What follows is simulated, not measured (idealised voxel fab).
Process module under the name voxel tone inversion
cross-section cut | 295 nm wide | cells 5 nm
Think of the cross-section as a grid of square cells. We describe it in bands, top to bottom, and each band covers one or more rows of those cells. What a band's entry tells you: where the top is and where the bottom is, as heights in nm, and after that what lies inside, material by material from left to right, each with its width in nm. Empty space is written as the word "air", and a single material marked with the word "edge to edge" occupies the band from edge to edge. Heads up on the height convention: 0 is the point under which the incoming wafer is all one material, and the lowest band has no bottom, it just keeps going down, like "0 nm and below". A width given as "30->40" starts at the first number in the band's top row and ends at the second number in its bottom row, shifting by an equal amount at every step from row to row. "nothing was modified" means the step left every cell of the cross-section as it was. "Encapsulated voids" means: voids of 8 cells or more that are shut off from the top with no open way through. Written width x height at distance, distance from the left edge, in nm. Whatever follows a step's settings on its line is a remark the simulator itself makes about that step. overlay nm: mask offset rightward from planned place, masked step; negative means leftward offset.

Steps in the process plan
- 1: RECEIVE (material Si)
- 2: CONFORMAL_DEP (material SiN; thk nm 5)
- 3: DIRECTIONAL_DEP (material aC; thk nm 20)
- 4: PATTERN (tone cover; mask id POSTS; material resist; width nm 25; pitch nm 50; thk nm 30; overlay nm 0)
- 5: DIRECTIONAL_ETCH (etch materials aC; depth nm 20)
- 6: STRIP (etch materials resist)
- 7: FILL_DEP (material SiO2; thk nm 5)
- 8: CMP (height nm 25)
- 9: STRIP (etch materials aC)

So, the first of our two wafers, run just as we planned it

Received-state cross-section, reflecting completion of step 1
	0 nm and below = Si edge to edge
	Encapsulated voids: none

After step 2: wafer cross-section
	5 nm to 0 nm = SiN edge to edge
	Whatever lies below 0 is exactly as it was before.

After step 3: wafer cross-section
	25 nm to 5 nm = aC edge to edge
	Whatever lies below 5 is exactly as it was before.

After step 4: wafer cross-section
	55 nm to 25 nm = 60 of air, 25 of resist, 25 of air, 25 of resist, 25 of air, 25 of resist, 25 of air, 25 of resist, 60 of air
	Whatever lies below 25 is exactly as it was before.

After step 5: wafer cross-section
	35 nm to 25 nm = 60 of air, 25 of resist, 25 of air, 25 of resist, 25 of air, 25 of resist, 25 of air, 25 of resist, 60 of air
	25 nm to 5 nm = 60 of air, 25 of aC, 25 of air, 25 of aC, 25 of air, 25 of aC, 25 of air, 25 of aC, 60 of air
	Whatever lies below 5 is exactly as it was before.

After step 6: wafer cross-section
	25 nm to 5 nm = 60 of air, 25 of aC, 25 of air, 25 of aC, 25 of air, 25 of aC, 25 of air, 25 of aC, 60 of air
	Whatever lies below 5 is exactly as it was before.

After step 7: wafer cross-section
	30 nm to 25 nm = SiO2 edge to edge
	25 nm to 5 nm = 60 of SiO2, 25 of aC, 25 of SiO2, 25 of aC, 25 of SiO2, 25 of aC, 25 of SiO2, 25 of aC, 60 of SiO2
	Whatever lies below 5 is exactly as it was before.

After step 8: wafer cross-section
	25 nm to 5 nm = 60 of SiO2, 25 of aC, 25 of SiO2, 25 of aC, 25 of SiO2, 25 of aC, 25 of SiO2, 25 of aC, 60 of SiO2
	Whatever lies below 5 is exactly as it was before.

After step 9: wafer cross-section
	25 nm to 5 nm = 60 of SiO2, 25 of air, 25 of SiO2, 25 of air, 25 of SiO2, 25 of air, 25 of SiO2, 25 of air, 60 of SiO2
	Whatever lies below 5 is exactly as it was before.

Wafer two. Same start, same plan, one slip in execution. Same as wafer one through step 2, inclusive

Second wafer, section view, time point: scheduled end of step 3
	20 nm to 5 nm = aC edge to edge
	Whatever lies below 5 is exactly as it was before.

Second wafer, section view, time point: scheduled end of step 4
	50 nm to 20 nm = 60 of air, 25 of resist, 25 of air, 25 of resist, 25 of air, 25 of resist, 25 of air, 25 of resist, 60 of air
	Whatever lies below 20 is exactly as it was before.

Second wafer, section view, time point: scheduled end of step 5
	30 nm to 20 nm = 60 of air, 25 of resist, 25 of air, 25 of resist, 25 of air, 25 of resist, 25 of air, 25 of resist, 60 of air
	20 nm to 5 nm = 60 of air, 25 of aC, 25 of air, 25 of aC, 25 of air, 25 of aC, 25 of air, 25 of aC, 60 of air
	Whatever lies below 5 is exactly as it was before.

Second wafer, section view, time point: scheduled end of step 6
	20 nm to 5 nm = 60 of air, 25 of aC, 25 of air, 25 of aC, 25 of air, 25 of aC, 25 of air, 25 of aC, 60 of air
	Whatever lies below 5 is exactly as it was before.

Second wafer, section view, time point: scheduled end of step 7
	25 nm to 20 nm = SiO2 edge to edge
	20 nm to 5 nm = 60 of SiO2, 25 of aC, 25 of SiO2, 25 of aC, 25 of SiO2, 25 of aC, 25 of SiO2, 25 of aC, 60 of SiO2
	Whatever lies below 5 is exactly as it was before.

Second wafer, section view, time point: scheduled end of step 8: nothing was modified

Second wafer, section view, time point: scheduled end of step 9: nothing was modified
Where did the run depart from the plan? for step 3, the planned setting was not used; the step was instead run as DIRECTIONAL_DEP (material aC; thk nm 15)
Bottom line after processing is that, in cells, the second wafer is up or down on some materials versus the first: SiO2 +20 | aC +60
